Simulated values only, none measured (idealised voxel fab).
Module name: voxel tone inversion (process module)
Cross-section cut spans 210 nm and uses square cells 5 nm in size.
For the purposes of this document, a cross-section shall be understood as a grid of square cells, specified as bands listed in top-to-bottom order, each band consisting of one or more rows of cells.
Heads up on the band format: heights come first, top then bottom, in nm. After that it's the materials left to right, each with its width in nm. A single material flagged "all across" fills the whole band edge to edge, and "empty" means there's empty space there.
For the purposes of this specification, 0 denotes the height below which the wafer in its as-received condition is composed wholly of one material, and the lowermost band, lacking a lower limit, extends downward without end, as expressed in "0 down".
Width "30 to 40": first value at the band's top row of cells, second value at its bottom row, equal change from row to row.
Basically "no alteration" means that step didn't change any cell in the cross-section.
Empty spaces counting at least 8 cells and having no open way to the top are listed in "Sealed void inventory". The notation width x height at distance is used for each, the distance being from the left edge and all three values in nm.
On each step's line, the part that comes after the settings is the simulator's own comment on the step.
"overlay nm" answers the question of how far to the right of plan the mask lay on a step that has a mask, and when it is negative the answer is to the left.
The planned process steps are enumerated hereunder
1: RECEIVE,material Si
2: CONFORMAL_DEP,material SiCN,thk nm 10
3: DIRECTIONAL_DEP,material polySi,thk nm 15
4: PATTERN,tone cover,mask id POSTS,material resist,width nm 15,pitch nm 35,thk nm 25,overlay nm 0
5: DIRECTIONAL_ETCH,etch materials polySi,depth nm 15
6: STRIP,etch materials resist
7: FILL_DEP,material lowk,thk nm 10
8: CMP,height nm 25
9: STRIP,etch materials polySi
10: CONFORMAL_DEP,material TiN,thk nm 5
11: FILL_DEP,material W,thk nm 5
12: CMP,height nm 25
13: CONFORMAL_DEP,material SiCN,thk nm 5
Below: the first of two wafers, run as planned
Cross-section of the wafer at receipt, which is the condition after step 1
    0 down: Si all across
    Sealed void inventory: none
The following cross-section depicts the wafer upon completion of step 2
    10 to 0: SiCN all across
    No changes below 0.
The following cross-section depicts the wafer upon completion of step 3
    25 to 10: polySi all across
    No changes below 10.
The following cross-section depicts the wafer upon completion of step 4
    50 to 25: 80 nm empty / 15 nm resist / 20 nm empty / 15 nm resist / 80 nm empty
    No changes below 25.
The following cross-section depicts the wafer upon completion of step 5
    50 to 25: 80 nm empty / 15 nm resist / 20 nm empty / 15 nm resist / 80 nm empty
    25 to 10: 80 nm empty / 15 nm polySi / 20 nm empty / 15 nm polySi / 80 nm empty
    No changes below 10.
The following cross-section depicts the wafer upon completion of step 6
    25 to 10: 80 nm empty / 15 nm polySi / 20 nm empty / 15 nm polySi / 80 nm empty
    No changes below 10.
The following cross-section depicts the wafer upon completion of step 7
    35 to 25: lowk all across
    25 to 10: 80 nm lowk / 15 nm polySi / 20 nm lowk / 15 nm polySi / 80 nm lowk
    No changes below 10.
The following cross-section depicts the wafer upon completion of step 8
    25 to 10: 80 nm lowk / 15 nm polySi / 20 nm lowk / 15 nm polySi / 80 nm lowk
    No changes below 10.
The following cross-section depicts the wafer upon completion of step 9
    25 to 10: 80 nm lowk / 15 nm empty / 20 nm lowk / 15 nm empty / 80 nm lowk
    No changes below 10.
The following cross-section depicts the wafer upon completion of step 10
    30 to 25: 85 nm TiN / 5 nm empty / 30 nm TiN / 5 nm empty / 85 nm TiN
    25 to 15: 80 nm lowk / 5 nm TiN / 5 nm empty / 5 nm TiN / 20 nm lowk / 5 nm TiN / 5 nm empty / 5 nm TiN / 80 nm lowk
    15 to 10: 80 nm lowk / 15 nm TiN / 20 nm lowk / 15 nm TiN / 80 nm lowk
    No changes below 10.
The following cross-section depicts the wafer upon completion of step 11
    35 to 30: W all across
    30 to 25: 85 nm TiN / 5 nm W / 30 nm TiN / 5 nm W / 85 nm TiN
    25 to 15: 80 nm lowk / 5 nm TiN / 5 nm W / 5 nm TiN / 20 nm lowk / 5 nm TiN / 5 nm W / 5 nm TiN / 80 nm lowk
    No changes below 15.
The following cross-section depicts the wafer upon completion of step 12
    25 to 15: 80 nm lowk / 5 nm TiN / 5 nm W / 5 nm TiN / 20 nm lowk / 5 nm TiN / 5 nm W / 5 nm TiN / 80 nm lowk
    No changes below 15.
The following cross-section depicts the wafer upon completion of step 13
    30 to 25: SiCN all across
    No changes below 25.
Here the second wafer is described. Its start and its plan were those of the first wafer. Its run contained one mistake. Up to and including step 1, it did exactly what the first wafer did
Second wafer, section view, time point: scheduled end of step 2
    15 to 0: SiCN all across
    No changes below 0.
Second wafer, section view, time point: scheduled end of step 3
    30 to 15: polySi all across
    No changes below 15.
Second wafer, section view, time point: scheduled end of step 4
    55 to 30: 80 nm empty / 15 nm resist / 20 nm empty / 15 nm resist / 80 nm empty
    No changes below 30.
Second wafer, section view, time point: scheduled end of step 5
    55 to 30: 80 nm empty / 15 nm resist / 20 nm empty / 15 nm resist / 80 nm empty
    30 to 15: 80 nm empty / 15 nm polySi / 20 nm empty / 15 nm polySi / 80 nm empty
    No changes below 15.
Second wafer, section view, time point: scheduled end of step 6
    30 to 15: 80 nm empty / 15 nm polySi / 20 nm empty / 15 nm polySi / 80 nm empty
    No changes below 15.
Second wafer, section view, time point: scheduled end of step 7
    40 to 30: lowk all across
    30 to 15: 80 nm lowk / 15 nm polySi / 20 nm lowk / 15 nm polySi / 80 nm lowk
    No changes below 15.
Second wafer, section view, time point: scheduled end of step 8
    25 to 15: 80 nm lowk / 15 nm polySi / 20 nm lowk / 15 nm polySi / 80 nm lowk
    No changes below 15.
Second wafer, section view, time point: scheduled end of step 9
    25 to 15: 80 nm lowk / 15 nm empty / 20 nm lowk / 15 nm empty / 80 nm lowk
    No changes below 15.
Second wafer, section view, time point: scheduled end of step 10
    30 to 25: 85 nm TiN / 5 nm empty / 30 nm TiN / 5 nm empty / 85 nm TiN
    25 to 20: 80 nm lowk / 5 nm TiN / 5 nm empty / 5 nm TiN / 20 nm lowk / 5 nm TiN / 5 nm empty / 5 nm TiN / 80 nm lowk
    20 to 15: 80 nm lowk / 15 nm TiN / 20 nm lowk / 15 nm TiN / 80 nm lowk
    No changes below 15.
Second wafer, section view, time point: scheduled end of step 11
    35 to 30: W all across
    30 to 25: 85 nm TiN / 5 nm W / 30 nm TiN / 5 nm W / 85 nm TiN
    25 to 20: 80 nm lowk / 5 nm TiN / 5 nm W / 5 nm TiN / 20 nm lowk / 5 nm TiN / 5 nm W / 5 nm TiN / 80 nm lowk
    No changes below 20.
Second wafer, section view, time point: scheduled end of step 12
    25 to 20: 80 nm lowk / 5 nm TiN / 5 nm W / 5 nm TiN / 20 nm lowk / 5 nm TiN / 5 nm W / 5 nm TiN / 80 nm lowk
    No changes below 20.
Second wafer, section view, time point: scheduled end of step 13
    30 to 25: SiCN all across
    No changes below 25.
Want to know what went wrong? step 2 did not happen as planned, as run it was CONFORMAL_DEP,material SiCN,thk nm 15
At the finish, the second wafer shows more or fewer cells for some materials than the first does: SiCN: 42 more | TiN: 4 fewer | W: 2 fewer | lowk: 36 fewer
